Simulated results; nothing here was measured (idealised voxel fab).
The document below concerns the process module designated voxel released beams.
In the cross-section labelled cut, the width is 295 nm and each square cell is 5 nm.
Format of a cross-section: grid, square cells. Given as bands. Order: top down. Band: one or more rows of cells.
Top height, bottom height, nm. Materials left to right, width each, nm. Single material + "full width" = fills band edge to edge. "air" = empty.
We count height from 0. Below that, the starting wafer is all one material. The lowest band never ends at the bottom but goes on down; see "0 down" for how that is written.
When a width is written as two numbers, as in "30->40", the first number is the width in the top row of cells of the band and the second is the width in its bottom row, and the width changes by the same amount from each row to the next.
The designation "nothing altered", where it is given for a processing step, indicates that no cell of the cross-section was altered in the course of that step.
Listed in "Closed internal cavities": every empty space of 8 or more cells without an open way to the top. Form: width x height at distance, the distance being from the left edge, all in nm.
If you see something after the settings on a step's line, that's the simulator's own remark about that step.
Regarding "overlay nm": on a step with a mask, it is the distance the mask lay to the right of its planned place; a negative value places it to the left.

STEPS PLANNED FOR THE PROCESS
| 1 | RECEIVE, material Si |
| 2 | CONFORMAL_DEP, material Al2O3, thk nm 5 |
| 3 | DIRECTIONAL_DEP, material SiO2, thk nm 20 |
| 4 | MASKED_ETCH, tone open, mask id ANCHOR, width nm 35, etch materials SiO2, depth nm 20, overlay nm 0 |
| 5 | CONFORMAL_DEP, material SiN, thk nm 10 |
| 6 | DIRECTIONAL_DEP, material aC, thk nm 15 |
| 7 | PATTERN, tone cover, mask id BEAM, material resist, width nm 110, thk nm 30, overlay nm 0 |
| 8 | DIRECTIONAL_ETCH, etch materials aC, depth nm 15 |
| 9 | STRIP, etch materials resist |
| 10 | DIRECTIONAL_ETCH, etch materials SiN, depth nm 10 |
| 11 | STRIP, etch materials aC |
| 12 | STRIP, etch materials SiO2 |

WAFER AS RECEIVED: CROSS-SECTION FOLLOWING STEP 1
0 down  Si full width
Closed internal cavities: none

FIRST WAFER OF TWO, SECTIONED AT END OF MODULE; RUN WENT PER PLAN
35 to 25  air 90  SiN 15  air 15  SiN 80  air 95
25 to 15  air 95  SiN 10  air 15  SiN 10  air 165
15 to 5  air 95  SiN 35  air 165
5 to 0  Al2O3 full width
0 down  Si full width
Closed internal cavities: none

WAFER TWO (OF TWO), END-OF-MODULE CROSS-SECTION: START = WAFER ONE, PLAN = WAFER ONE, ONE RUN MISTAKE
15 to 5  air 90  SiN 110  air 95
5 to 0  Al2O3 full width
0 down  Si full width
Closed internal cavities: none
what went wrong: skipped: plan step 3 (never run)
at the end the second wafer has, in cells: -16 SiN
